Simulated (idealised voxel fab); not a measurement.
Process module in this document: voxel plated lines
The cross-section on display is named cut; it measures 215 nm wide, and its cells are 5 nm squares.
A cross-section is a grid of square cells, given in bands from the top down. A band is one or more rows of cells. Heights first: top, then bottom, in nm. Then materials, left to right, each with a width in nm. "throughout" on a single material: fills the band edge to edge. "blank": empty space. Counting heights begins at 0, where everything beneath is, in the wafer as received, one material. The lowest band has no bottom; it goes on downwards, as "0 nm and below" shows. Note: "30->40" means the width goes from the first number (top row of the band) to the second number (bottom row) in equal steps per row of cells. For the purposes of this document, the phrase "stayed the same" attached to a step denotes that no cell within the cross-section was modified by that step. The entry titled "Voids, fully enclosed" provides the empty spaces that have no open way to the top, restricted to those of 8 cells or more. Each is presented as width x height at distance, the distance being measured from the left edge, with all three in nm. Where a step's line continues beyond its settings, the continuation is a remark by the simulator itself on that step. Each step line may optionally specify "overlay nm", which for a step with a mask gives the rightward distance between the mask's planned place and where it lay, a negative value indicating the leftward direction.

## Planned step list for the process
1. RECEIVE (material Si)
2. CONFORMAL_DEP (material SiN; thk nm 15)
3. DIRECTIONAL_DEP (material TiN; thk nm 5)
4. PATTERN (tone open; mask id LINES; material resist; width nm 25; pitch nm 55; thk nm 30; overlay nm 0)
5. EPI (material Ru; thk nm 5)
6. EPI (material Ru; thk nm 5)
7. STRIP (etch materials resist)
8. DIRECTIONAL_ETCH (etch materials TiN; depth nm 5)
9. CONFORMAL_DEP (material SiO2; thk nm 5)

## The cross-section here shows the wafer as received, i.e. in its state after step 1
  0 nm and below | Si throughout
  Voids, fully enclosed: none

## Module complete, cross-section. Starting point and plan per above. One mistake made in running the module
  35 nm to 30 nm | blank (25) / SiO2 (35) / blank (20) / SiO2 (35) / blank (20) / SiO2 (35) / blank (45)
  30 nm to 20 nm | blank (25) / SiO2 (5) / Ru (25) / SiO2 (5) / blank (20) / SiO2 (5) / Ru (25) / SiO2 (5) / blank (20) / SiO2 (5) / Ru (25) / SiO2 (5) / blank (45)
  20 nm to 15 nm | SiO2 (30) / TiN (25) / SiO2 (30) / TiN (25) / SiO2 (30) / TiN (25) / SiO2 (50)
  15 nm to 0 nm | SiN throughout
  0 nm and below | Si throughout
  Voids, fully enclosed: none
What went wrong in running the wafer? step 4 ran as: PATTERN (tone open; mask id LINES; material resist; width nm 25; pitch nm 55; thk nm 30; overlay nm -10)
